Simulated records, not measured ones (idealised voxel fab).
The following is a process module called voxel air gaps.
The width of the displayed cross-section, cut, is 240 nm; its cells are square, with a size of 5 nm.
Think of the cross-section as a grid of square cells. We describe it in bands, top to bottom, and each band covers one or more rows of those cells. The entry gives the band's vertical extent as a top height and a bottom height in nm, then its horizontal make-up as materials from left to right, each with a width in nm. "air" stands for empty space; a single material marked "edge to edge" fills the band edge to edge. Heights are expressed relative to 0, this being the level below which the as-received wafer comprises one material exclusively. The lowest band is unbounded in the downward direction and is denoted as in "z 0 and below". Graded width ("30 to 40"): value in top row of band = first number; value in bottom row = second number; row-to-row change constant. Any step labelled "nothing was modified" changed none of the cells in the cross-section. The entry titled "Enclosed void catalog" provides the empty spaces that have no open way to the top, restricted to those of 8 cells or more. Each is presented as width x height at distance, the distance being measured from the left edge, with all three in nm. The remark found on a step's line after its settings is issued by the simulator itself and pertains to that step. You can add "overlay nm" to a step's line. For a step with a mask, it describes how far the mask lay to the right of its planned position, and a negative number describes a lay to the left.

[The planned process steps are enumerated hereunder]
1) RECEIVE [material Si]
2) CONFORMAL_DEP [material SiO2] [thk nm 10]
3) CONFORMAL_DEP [material SiCN] [thk nm 5]
4) DIRECTIONAL_DEP [material SiO2] [thk nm 40]
5) MASKED_ETCH [tone open] [mask id LINES] [width nm 15] [pitch nm 45] [etch materials SiO2] [depth nm 40] [overlay nm 0]
6) CONFORMAL_DEP [material TiN] [thk nm 5]
7) FILL_DEP [material Cu] [thk nm 10]
8) CMP [height nm 55]
9) EPI [material Ru] [thk nm 10]
10) SELECTIVE_ETCH [etch materials SiO2] [depth nm 50]
11) CONFORMAL_DEP [material SiCN] [thk nm 5]
Wafer-to-wafer difference: width nm, step 5. Common start. Plan = first wafer's value.

[The as-received cross-section of the first of several wafers corresponds to the state after step 1]
	z 0 and below: Si edge to edge
	Enclosed void catalog: none

[Cross-sectional representation of the first of several wafers at the end of the module, i.e. after its terminal step, step 11]
	z 70 to 65: air: 30  SiCN: 180  air: 30
	z 65 to 55: air: 30  SiCN: 5  Ru: 35  SiCN: 10  Ru: 35  SiCN: 10  Ru: 35  SiCN: 10  Ru: 35  SiCN: 5  air: 30
	z 55 to 50: air: 30  SiCN: 15  TiN: 5  Cu: 5  TiN: 5  SiCN: 30  TiN: 5  Cu: 5  TiN: 5  SiCN: 30  TiN: 5  Cu: 5  TiN: 5  SiCN: 30  TiN: 5  Cu: 5  TiN: 5  SiCN: 15  air: 30
	z 50 to 20: air: 40  SiCN: 5  TiN: 5  Cu: 5  TiN: 5  SiCN: 5  air: 20  SiCN: 5  TiN: 5  Cu: 5  TiN: 5  SiCN: 5  air: 20  SiCN: 5  TiN: 5  Cu: 5  TiN: 5  SiCN: 5  air: 20  SiCN: 5  TiN: 5  Cu: 5  TiN: 5  SiCN: 5  air: 40
	z 20 to 15: SiCN: 45  TiN: 15  SiCN: 30  TiN: 15  SiCN: 30  TiN: 15  SiCN: 30  TiN: 15  SiCN: 45
	z 15 to 10: SiCN edge to edge
	z 10 to 0: SiO2 edge to edge
	z 0 and below: Si edge to edge
	Enclosed void catalog: 20 x 30 at 65; 20 x 30 at 110; 20 x 30 at 155

[Last wafer x-sec, end of module]
	z 70 to 65: air: 25  SiCN: 195  air: 20
	z 65 to 55: air: 25  SiCN: 5  Ru: 185  SiCN: 5  air: 20
	z 55 to 50: air: 25  SiCN: 15  TiN: 5  Cu: 20  TiN: 5  SiO2: 15  TiN: 5  Cu: 20  TiN: 5  SiO2: 15  TiN: 5  Cu: 20  TiN: 5  SiO2: 15  TiN: 5  Cu: 20  TiN: 5  SiCN: 15  air: 20
	z 50 to 20: air: 35  SiCN: 5  TiN: 5  Cu: 20  TiN: 5  SiO2: 15  TiN: 5  Cu: 20  TiN: 5  SiO2: 15  TiN: 5  Cu: 20  TiN: 5  SiO2: 15  TiN: 5  Cu: 20  TiN: 5  SiCN: 5  air: 30
	z 20 to 15: SiCN: 40  TiN: 30  SiO2: 15  TiN: 30  SiO2: 15  TiN: 30  SiO2: 15  TiN: 30  SiCN: 35
	z 15 to 10: SiCN edge to edge
	z 10 to 0: SiO2 edge to edge
	z 0 and below: Si edge to edge
	Enclosed void catalog: none

[each wafer at the end: cells of each material gained (+) or lost (-) since it was received, then its closed voids]
width nm 15 | +28 Cu | +56 Ru | +208 SiCN | +96 SiO2 | +68 TiN | Enclosed void catalog: 20 x 30 at 65; 20 x 30 at 110; 20 x 30 at 155
width nm 20 | +56 Cu | +64 Ru | +196 SiCN | +96 SiO2 | +72 TiN | Enclosed void catalog: 15 x 30 at 70; 15 x 30 at 115; 15 x 30 at 160
width nm 25 | +84 Cu | +72 Ru | +124 SiCN | +192 SiO2 | +76 TiN | Enclosed void catalog: none
width nm 30 | +112 Cu | +74 Ru | +124 SiCN | +168 SiO2 | +80 TiN | Enclosed void catalog: none
